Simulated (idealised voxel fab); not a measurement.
process module | voxel capacitor over wiring
cross-section cut | 240 nm wide | cells 5 nm
A cross-section is a grid of square cells, given in bands from the top down. A band is one or more rows of cells.
Each band's line starts with the height of the band's top and of its bottom, in nm. Then come its materials from left to right, each with its width in nm. One material with "throughout" fills the band from edge to edge. "air" is empty space.
Height 0 is the level under which the wafer as received is all one material. The lowest band goes on downwards, as in "0 down".
A width such as "30 to 40" changes by the same amount from each row of cells to the next, from the band's top row to its bottom row.
"no change" after a step means that no cell of the cross-section changed.
closed voids: empty space of 8 cells or more with no open way to the top, each as width x height at its distance from the left edge, in nm
after a step's settings: what the simulator itself notes on the step
overlay nm, on a step with a mask: how far to the right of its planned place the mask lay; to the left if negative
plan
1 op RECEIVE | material Si
2 op CONFORMAL_DEP | material SiO2 | thk nm 10
3 op CONFORMAL_DEP | material SiCN | thk nm 5
4 op DIRECTIONAL_DEP | material SiO2 | thk nm 15
5 op DIRECTIONAL_DEP | material aC | thk nm 10
6 op PATTERN | tone open | mask id METAL_1 | material resist | width nm 20 | pitch nm 80 | thk nm 30 | overlay nm 0
7 op DIRECTIONAL_ETCH | etch materials aC | depth nm 10
8 op STRIP | etch materials resist
9 op DIRECTIONAL_ETCH | etch materials SiO2 | depth nm 15
10 op DIRECTIONAL_ETCH | etch materials SiCN | depth nm 5
11 op STRIP | etch materials aC
12 op CONFORMAL_DEP | material TiN | thk nm 5
13 op FILL_DEP | material W | thk nm 10
14 op CMP | height nm 30
15 op EPI | material Ru | thk nm 5
16 op FILL_DEP | material SiCN | thk nm 5
17 op DIRECTIONAL_DEP | material lowk | thk nm 15
18 op MASKED_ETCH | tone open | mask id PLUG_1 | width nm 15 | etch materials lowk | depth nm 15 | overlay nm -15
19 op MASKED_ETCH | tone open | mask id PLUG_1 | width nm 15 | etch materials SiCN | depth nm 5 | overlay nm 0
20 op CONFORMAL_DEP | material TiN | thk nm 5
21 op FILL_DEP | material Ru | thk nm 5
22 op CMP | height nm 55
23 op DIRECTIONAL_DEP | material TiN | thk nm 5
24 op DIRECTIONAL_DEP | material SiN | thk nm 5
25 op DIRECTIONAL_DEP | material TiN | thk nm 5
26 op MASKED_ETCH | tone cover | mask id UPPER_PLATE | width nm 65 | etch materials TiN | depth nm 5 | overlay nm 0
27 op MASKED_ETCH | tone cover | mask id UPPER_PLATE | width nm 65 | etch materials SiN | depth nm 5 | overlay nm 0
28 op DIRECTIONAL_DEP | material aC | thk nm 15
29 op PATTERN | tone cover | mask id LOWER_PLATE | material resist | width nm 75 | thk nm 30 | overlay nm 0
30 op DIRECTIONAL_ETCH | etch materials aC | depth nm 15
31 op STRIP | etch materials resist
32 op DIRECTIONAL_ETCH | etch materials TiN | depth nm 5
33 op STRIP | etch materials aC
34 op FILL_DEP | material SiO2 | thk nm 20
35 op CMP | height nm 85
36 op PATTERN | tone open | mask id PLUG_2 | material resist | width nm 15 | thk nm 15 | overlay nm 0
37 op DIRECTIONAL_ETCH | etch materials SiO2 | depth nm 15
38 op STRIP | etch materials resist
39 op CONFORMAL_DEP | material TiN | thk nm 5
40 op FILL_DEP | material Cu | thk nm 10
41 op CMP | height nm 85
42 op CONFORMAL_DEP | material SiCN | thk nm 5
varied across the wafers: overlay nm of step 18. The plan shows the first wafer's value. All wafers start alike
first wafer as received, after step 1
  0 down: Si throughout
  closed voids: none
each wafer at the end: cells of each material gained (+) or lost (-) since it was received, then its closed voids
overlay nm -15 | +2 Cu | +14 Ru | +172 SiCN | +13 SiN | +454 SiO2 | +62 TiN | +12 W | +135 lowk | closed voids: none
overlay nm -10 | +2 Cu | +14 Ru | +171 SiCN | +13 SiN | +454 SiO2 | +63 TiN | +12 W | +135 lowk | closed voids: none
overlay nm -5 | +2 Cu | +14 Ru | +170 SiCN | +13 SiN | +454 SiO2 | +64 TiN | +12 W | +135 lowk | closed voids: none
overlay nm 0 | +2 Cu | +15 Ru | +169 SiCN | +13 SiN | +454 SiO2 | +64 TiN | +12 W | +135 lowk | closed voids: none
overlay nm 5 | +2 Cu | +14 Ru | +170 SiCN | +13 SiN | +454 SiO2 | +64 TiN | +12 W | +135 lowk | closed voids: none
overlay nm 10 | +2 Cu | +14 Ru | +171 SiCN | +13 SiN | +454 SiO2 | +63 TiN | +12 W | +135 lowk | closed voids: none
overlay nm 15 | +2 Cu | +14 Ru | +172 SiCN | +13 SiN | +454 SiO2 | +62 TiN | +12 W | +135 lowk | closed voids: none
